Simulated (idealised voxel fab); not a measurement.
You're looking at the process module voxel air gaps.
FYI the section here is cut, 165 nm wide, cells are 5 nm squares.
Cross-section format: a grid of square cells, given as bands from top to bottom; each band is one or more rows of cells. Top, bottom (nm), then materials left to right with widths (nm); lone material tagged "everywhere" fills the whole band edge to edge; "air" = empty space. Convention: height 0 is the level below which the wafer, as received, is all one material. The lowest band does not terminate at the bottom but continues downward, represented as "0 nm and below". The expression "30->40" gives the width at the extremes of the band, the first number at its top row of cells and the second at its bottom row, with the width changing by equal amounts from each row to the next in between. When a step is marked "changes: none", none of the cells in the cross-section changed during that step. For the entry "Internal closed voids", the listed items are empty spaces with no open way to the top whose size is 8 cells or more; each item follows the pattern width x height at distance, where distance is from the left edge and all three are in nm. Where a step's line continues beyond its settings, the continuation is a remark by the simulator itself on that step. overlay nm: where the mask lay relative to plan, measured to the right, on steps with a mask; negatives go left.
[Steps planned for the process]
1. RECEIVE | material Si
2. CONFORMAL_DEP | material SiO2 | thk nm 15
3. CONFORMAL_DEP | material SiN | thk nm 5
4. DIRECTIONAL_DEP | material SiO2 | thk nm 40
5. PATTERN | tone open | mask id LINES | material resist | width nm 15 | pitch nm 40 | thk nm 15 | overlay nm 0
6. DIRECTIONAL_ETCH | etch materials SiO2 | depth nm 40
7. STRIP | etch materials resist
8. CONFORMAL_DEP | material TiN | thk nm 5
9. FILL_DEP | material W | thk nm 10
10. CMP | height nm 60
11. EPI | material Ru | thk nm 10
12. SELECTIVE_ETCH | etch materials SiO2 | depth nm 50
13. CONFORMAL_DEP | material SiCN | thk nm 5
The wafers in this document start out alike and differ in the width nm applied at step 5; the plan shows the value used for the first wafer.
[As received, i.e. after step 1: cross-section through the first of several wafers]
0 nm and below = Si everywhere
Internal closed voids: none
[End of module, by wafer: material-by-material cell gain (+) or loss (-) since receipt, then closed voids]
width nm 15, +42 Ru, +109 SiCN, +33 SiN, +99 SiO2, +51 TiN, +21 W, Internal closed voids: 15 x 30 at 55; 15 x 30 at 95
width nm 20, +48 Ru, +61 SiCN, +33 SiN, +163 SiO2, +54 TiN, +42 W, Internal closed voids: none
width nm 25, +50 Ru, +61 SiCN, +33 SiN, +147 SiO2, +57 TiN, +63 W, Internal closed voids: none
